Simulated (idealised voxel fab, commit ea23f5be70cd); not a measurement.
This section sets out a process module, namely voxel air gaps.
FYI the section here is cut, 155 nm wide, cells are 5 nm squares.
Each cross-section below is a grid of square cells, stated as bands in top-down order, with one or more rows of cells making up each band.
In this notation a band is specified by the heights of its top and bottom, in that order and in nm, after which its materials appear from left to right, each paired with its width in nm. The word "all across" attached to a single material means that material fills the band from edge to edge; the word "air" stands for empty space.
Beneath 0, the wafer as received is one material, and that level is where height counting begins. The lowest band goes on downward without a bottom; it is written like "top 0, no bottom".
Think of "30 to 40" as a width that walks from the first number to the second as you go down the band, top row to bottom row, taking equal-sized steps from row to row.
Where the words "all unchanged" appear for a step, the cross-section shows no cell changed by that step; every cell remained as before.
Look at "Enclosed cavities" for the closed voids: empty spaces with no open path to the top, sized 8 cells or up. Each is width x height at distance, distance from the left edge, all nm.
On a step's line, text after the settings is the simulator commenting on that step.
When a step includes a mask, the "overlay nm" setting on its line states how far to the right of its planned place that mask lay, and negative values state how far to the left.

-- Process steps foreseen in the plan
1. RECEIVE,material Si
2. CONFORMAL_DEP,material SiO2,thk nm 15
3. CONFORMAL_DEP,material SiN,thk nm 5
4. DIRECTIONAL_DEP,material lowk,thk nm 35
5. DIRECTIONAL_DEP,material aC,thk nm 10
6. PATTERN,tone open,mask id LINES,material resist,width nm 15,pitch nm 40,thk nm 30,overlay nm 0
7. DIRECTIONAL_ETCH,etch materials aC,depth nm 10
8. STRIP,etch materials resist
9. DIRECTIONAL_ETCH,etch materials lowk,depth nm 35
10. STRIP,etch materials aC
11. CONFORMAL_DEP,material TiN,thk nm 5
12. FILL_DEP,material Ru,thk nm 5
13. CMP,height nm 55
14. EPI,material Ru,thk nm 10
15. SELECTIVE_ETCH,etch materials lowk,depth nm 45
16. CONFORMAL_DEP,material SiN,thk nm 5
The wafers are alike at the start. At step 6, their width nm differs. The plan lists the first wafer's value.

-- Sectional view: first of several wafers, as received, after step 1
> top 0, no bottom = Si all across
> Enclosed cavities: none

-- each wafer at the end: cells of each material gained (+) or lost (-) since it was received, then its closed voids
width nm 15 | +60 Ru | +132 SiN | +93 SiO2 | +45 TiN | Enclosed cavities: 15 x 25 at 50; 15 x 25 at 90
width nm 20 | +84 Ru | +88 SiN | +93 SiO2 | +48 TiN | +56 lowk | Enclosed cavities: none
width nm 25 | +104 Ru | +88 SiN | +93 SiO2 | +51 TiN | +42 lowk | Enclosed cavities: none
